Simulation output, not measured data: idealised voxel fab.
process module | voxel air gaps
cross-section cut | 210 nm wide | cells 5 nm
A cross-section is a grid of square cells, given in bands from the top down. A band is one or more rows of cells.
Each band's line starts with the height of the band's top and of its bottom, in nm. Then come its materials from left to right, each with its width in nm. One material with "throughout" fills the band from edge to edge. "air" is empty space.
Height 0 is the level under which the wafer as received is all one material. The lowest band goes on downwards, as in "0 down".
A width such as "30 to 40" changes by the same amount from each row of cells to the next, from the band's top row to its bottom row.
"no change" after a step means that no cell of the cross-section changed.
closed voids: empty space of 8 cells or more with no open way to the top, each as width x height at its distance from the left edge, in nm
after a step's settings: what the simulator itself notes on the step
overlay nm, on a step with a mask: how far to the right of its planned place the mask lay; to the left if negative
plan
1 op RECEIVE | material Si
2 op CONFORMAL_DEP | material SiO2 | thk nm 10
3 op CONFORMAL_DEP | material SiCN | thk nm 5
4 op DIRECTIONAL_DEP | material lowk | thk nm 35
5 op MASKED_ETCH | tone open | mask id LINES | width nm 20 | pitch nm 50 | etch materials lowk | depth nm 35 | overlay nm 0
6 op CONFORMAL_DEP | material TiN | thk nm 5
7 op FILL_DEP | material W | thk nm 5
8 op CMP | height nm 50
9 op EPI | material Ru | thk nm 10
10 op SELECTIVE_ETCH | etch materials lowk | depth nm 45
11 op CONFORMAL_DEP | material SiCN | thk nm 5
as received, after step 1
  0 down: Si throughout
  closed voids: none
first wafer at the end, as planned
  65 to 60: air 5 | SiCN 200 | air 5
  60 to 50: air 5 | SiCN 5 | Ru 40 | SiCN 10 | Ru 40 | SiCN 10 | Ru 40 | SiCN 10 | Ru 40 | SiCN 5 | air 5
  50 to 45: air 5 | SiCN 15 | TiN 5 | W 10 | TiN 5 | SiCN 30 | TiN 5 | W 10 | TiN 5 | SiCN 30 | TiN 5 | W 10 | TiN 5 | SiCN 30 | TiN 5 | W 10 | TiN 5 | SiCN 15 | air 5
  45 to 20: air 15 | SiCN 5 | TiN 5 | W 10 | TiN 5 | SiCN 5 | air 20 | SiCN 5 | TiN 5 | W 10 | TiN 5 | SiCN 5 | air 20 | SiCN 5 | TiN 5 | W 10 | TiN 5 | SiCN 5 | air 20 | SiCN 5 | TiN 5 | W 10 | TiN 5 | SiCN 5 | air 15
  20 to 15: SiCN 20 | TiN 20 | SiCN 30 | TiN 20 | SiCN 30 | TiN 20 | SiCN 30 | TiN 20 | SiCN 20
  15 to 10: SiCN throughout
  10 to 0: SiO2 throughout
  0 down: Si throughout
  closed voids: 20 x 25 at 45; 20 x 25 at 95; 20 x 25 at 145
second wafer at the end: like start, like plan, one mistake
  75 to 70: SiCN throughout
  70 to 50: Ru throughout
  50 to 20: lowk 20 | TiN 5 | W 10 | TiN 5 | lowk 30 | TiN 5 | W 10 | TiN 5 | lowk 30 | TiN 5 | W 10 | TiN 5 | lowk 30 | TiN 5 | W 10 | TiN 5 | lowk 20
  20 to 15: lowk 20 | TiN 20 | lowk 30 | TiN 20 | lowk 30 | TiN 20 | lowk 30 | TiN 20 | lowk 20
  15 to 10: SiCN throughout
  10 to 0: SiO2 throughout
  0 down: Si throughout
  closed voids: none
what went wrong: step 9 was run twice
at the end the second wafer has, in cells: 104 more of Ru | 104 fewer of SiCN | 182 more of lowk
closed voids at the end (first wafer, second wafer): 3, 0
